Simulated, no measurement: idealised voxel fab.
process module | voxel tone inversion
cross-section cut | 220 nm wide | cells 5 nm
A cross-section is a grid of square cells, given in bands from the top down. A band is one or more rows of cells.
Each band's line starts with the height of the band's top and of its bottom, in nm. Then come its materials from left to right, each with its width in nm. One material with "throughout" fills the band from edge to edge. "air" is empty space.
Height 0 is the level under which the wafer as received is all one material. The lowest band goes on downwards, as in "0 down".
A width such as "30 to 40" changes by the same amount from each row of cells to the next, from the band's top row to its bottom row.
"no change" after a step means that no cell of the cross-section changed.
closed voids: empty space of 8 cells or more with no open way to the top, each as width x height at its distance from the left edge, in nm
after a step's settings: what the simulator itself notes on the step
overlay nm, on a step with a mask: how far to the right of its planned place the mask lay; to the left if negative
plan
1 op RECEIVE | material Si
2 op CONFORMAL_DEP | material SiN | thk nm 5
3 op DIRECTIONAL_DEP | material polySi | thk nm 15
4 op PATTERN | tone cover | mask id POSTS | material resist | width nm 20 | pitch nm 40 | thk nm 25 | overlay nm 0
5 op DIRECTIONAL_ETCH | etch materials polySi | depth nm 15
6 op STRIP | etch materials resist
7 op FILL_DEP | material lowk | thk nm 10
8 op CMP | height nm 20
9 op STRIP | etch materials polySi
as received, after step 1
  0 down: Si throughout
  closed voids: none
first wafer at the end, as planned
  20 to 5: lowk 60 | air 20 | lowk 20 | air 20 | lowk 20 | air 20 | lowk 60
  5 to 0: SiN throughout
  0 down: Si throughout
  closed voids: none
second wafer at the end: like start, like plan, one mistake
  20 to 15: SiN throughout
  15 to 0: polySi throughout
  0 down: Si throughout
  closed voids: none
what went wrong: steps 2 and 3 were swapped
at the end the second wafer has, in cells: 96 fewer of lowk | 132 more of polySi
